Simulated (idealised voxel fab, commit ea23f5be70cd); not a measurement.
voxel fin reveal: a process module
It is cross-section cut that appears here, measuring 255 nm in width, its square cells being 5 nm in size.
Throughout this document, each cross-section is represented as a grid of square cells and is presented as a sequence of bands enumerated from the top downward, where a band comprises one or more rows of cells. In this notation a band is specified by the heights of its top and bottom, in that order and in nm, after which its materials appear from left to right, each paired with its width in nm. The word "all across" attached to a single material means that material fills the band from edge to edge; the word "blank" stands for empty space. Heads up on the height convention: 0 is the point under which the incoming wafer is all one material, and the lowest band has no bottom, it just keeps going down, like "0 nm and below". The width entry "30 to 40" should be interpreted row by row: the top row of cells in the band takes the first number, the bottom row takes the second number, and the change between adjacent rows is uniform throughout. "no change" after a step means that no cell of the cross-section changed. The entry "Closed cavity list" lists the empty spaces that cover at least 8 cells and have no open path to the top. Each is written as width x height at distance, where the distance is measured from the left edge and all three values are in nm. What comes after the settings on a step's line is commentary from the simulator itself on that step. Among the settings permitted on a step's line is "overlay nm"; applied to a step with a mask, it specifies the extent to which the mask lay to the right of its planned position, whereas a negative figure signifies a position to the left.

So here's the lineup of process steps we planned:
1: RECEIVE (material Si)
2: CONFORMAL_DEP (material SiN; thk nm 5)
3: PATTERN (tone cover; mask id FINS; material resist; width nm 15; pitch nm 45; thk nm 15; overlay nm 0)
4: DIRECTIONAL_ETCH (etch materials SiN; depth nm 5)
5: DIRECTIONAL_ETCH (etch materials Si; depth nm 30)
6: STRIP (etch materials resist)
7: FILL_DEP (material SiO2; thk nm 5)
8: CMP (height nm 5)
9: SELECTIVE_ETCH (etch materials SiO2; depth nm 15)
10: STRIP (etch materials SiN)

First wafer of two (run as planned):

The cross-section here shows the wafer as received, i.e. in its state after step 1:
- 0 nm and below: Si all across
- Closed cavity list: none

Step 2 complete: cross-section through the wafer:
- 5 nm to 0 nm: SiN all across
- Nothing below the height 0 has changed.

Step 3 complete: cross-section through the wafer:
- 20 nm to 5 nm: blank: 50; resist: 15; blank: 30; resist: 15; blank: 30; resist: 15; blank: 30; resist: 15; blank: 55
- Nothing below the height 5 has changed.

Step 4 complete: cross-section through the wafer:
- 20 nm to 5 nm: blank: 50; resist: 15; blank: 30; resist: 15; blank: 30; resist: 15; blank: 30; resist: 15; blank: 55
- 5 nm to 0 nm: blank: 50; SiN: 15; blank: 30; SiN: 15; blank: 30; SiN: 15; blank: 30; SiN: 15; blank: 55
- Nothing below the height 0 has changed.

Step 5 complete: cross-section through the wafer:
- 20 nm to 5 nm: blank: 50; resist: 15; blank: 30; resist: 15; blank: 30; resist: 15; blank: 30; resist: 15; blank: 55
- 5 nm to 0 nm: blank: 50; SiN: 15; blank: 30; SiN: 15; blank: 30; SiN: 15; blank: 30; SiN: 15; blank: 55
- 0 nm to -30 nm: blank: 50; Si: 15; blank: 30; Si: 15; blank: 30; Si: 15; blank: 30; Si: 15; blank: 55
- Nothing below the height -30 has changed.

Step 6 complete: cross-section through the wafer:
- 5 nm to 0 nm: blank: 50; SiN: 15; blank: 30; SiN: 15; blank: 30; SiN: 15; blank: 30; SiN: 15; blank: 55
- Nothing below the height 0 has changed.

Step 7 complete: cross-section through the wafer:
- 10 nm to 5 nm: SiO2 all across
- 5 nm to 0 nm: SiO2: 50; SiN: 15; SiO2: 30; SiN: 15; SiO2: 30; SiN: 15; SiO2: 30; SiN: 15; SiO2: 55
- 0 nm to -30 nm: SiO2: 50; Si: 15; SiO2: 30; Si: 15; SiO2: 30; Si: 15; SiO2: 30; Si: 15; SiO2: 55
- Nothing below the height -30 has changed.

Step 8 complete: cross-section through the wafer:
- 5 nm to 0 nm: SiO2: 50; SiN: 15; SiO2: 30; SiN: 15; SiO2: 30; SiN: 15; SiO2: 30; SiN: 15; SiO2: 55
- Nothing below the height 0 has changed.

Step 9 complete: cross-section through the wafer:
- 5 nm to 0 nm: blank: 50; SiN: 15; blank: 30; SiN: 15; blank: 30; SiN: 15; blank: 30; SiN: 15; blank: 55
- 0 nm to -10 nm: blank: 50; Si: 15; blank: 30; Si: 15; blank: 30; Si: 15; blank: 30; Si: 15; blank: 55
- Nothing below the height -10 has changed.

Step 10 complete: cross-section through the wafer:
- 0 nm to -10 nm: blank: 50; Si: 15; blank: 30; Si: 15; blank: 30; Si: 15; blank: 30; Si: 15; blank: 55
- Nothing below the height -10 has changed.

The Second Wafer: Common Origin and Plan, One Mistake in Execution, Identical to the First Through Step 4:

X-section, second wafer, when step 5 was due to finish:
- 20 nm to 5 nm: blank: 50; resist: 15; blank: 30; resist: 15; blank: 30; resist: 15; blank: 30; resist: 15; blank: 55
- 5 nm to 0 nm: blank: 50; SiN: 15; blank: 30; SiN: 15; blank: 30; SiN: 15; blank: 30; SiN: 15; blank: 55
- 0 nm to -25 nm: blank: 50; Si: 15; blank: 30; Si: 15; blank: 30; Si: 15; blank: 30; Si: 15; blank: 55
- Nothing below the height -25 has changed.

X-section, second wafer, when step 6 was due to finish:
- 5 nm to 0 nm: blank: 50; SiN: 15; blank: 30; SiN: 15; blank: 30; SiN: 15; blank: 30; SiN: 15; blank: 55
- Nothing below the height 0 has changed.

X-section, second wafer, when step 7 was due to finish:
- 10 nm to 5 nm: SiO2 all across
- 5 nm to 0 nm: SiO2: 50; SiN: 15; SiO2: 30; SiN: 15; SiO2: 30; SiN: 15; SiO2: 30; SiN: 15; SiO2: 55
- 0 nm to -25 nm: SiO2: 50; Si: 15; SiO2: 30; Si: 15; SiO2: 30; Si: 15; SiO2: 30; Si: 15; SiO2: 55
- Nothing below the height -25 has changed.

X-section, second wafer, when step 8 was due to finish:
- 5 nm to 0 nm: SiO2: 50; SiN: 15; SiO2: 30; SiN: 15; SiO2: 30; SiN: 15; SiO2: 30; SiN: 15; SiO2: 55
- Nothing below the height 0 has changed.

X-section, second wafer, when step 9 was due to finish:
- 5 nm to 0 nm: blank: 50; SiN: 15; blank: 30; SiN: 15; blank: 30; SiN: 15; blank: 30; SiN: 15; blank: 55
- 0 nm to -10 nm: blank: 50; Si: 15; blank: 30; Si: 15; blank: 30; Si: 15; blank: 30; Si: 15; blank: 55
- Nothing below the height -10 has changed.

X-section, second wafer, when step 10 was due to finish:
- 0 nm to -10 nm: blank: 50; Si: 15; blank: 30; Si: 15; blank: 30; Si: 15; blank: 30; Si: 15; blank: 55
- Nothing below the height -10 has changed.
Against the plan, the run slipped here: step 5 ran with different settings than intended, the actual operation and settings being DIRECTIONAL_ETCH (etch materials Si; depth nm 25)
Wrapping up, a cell-based count of both wafers puts the second over or under the first for these materials: Si +39, SiO2 -39
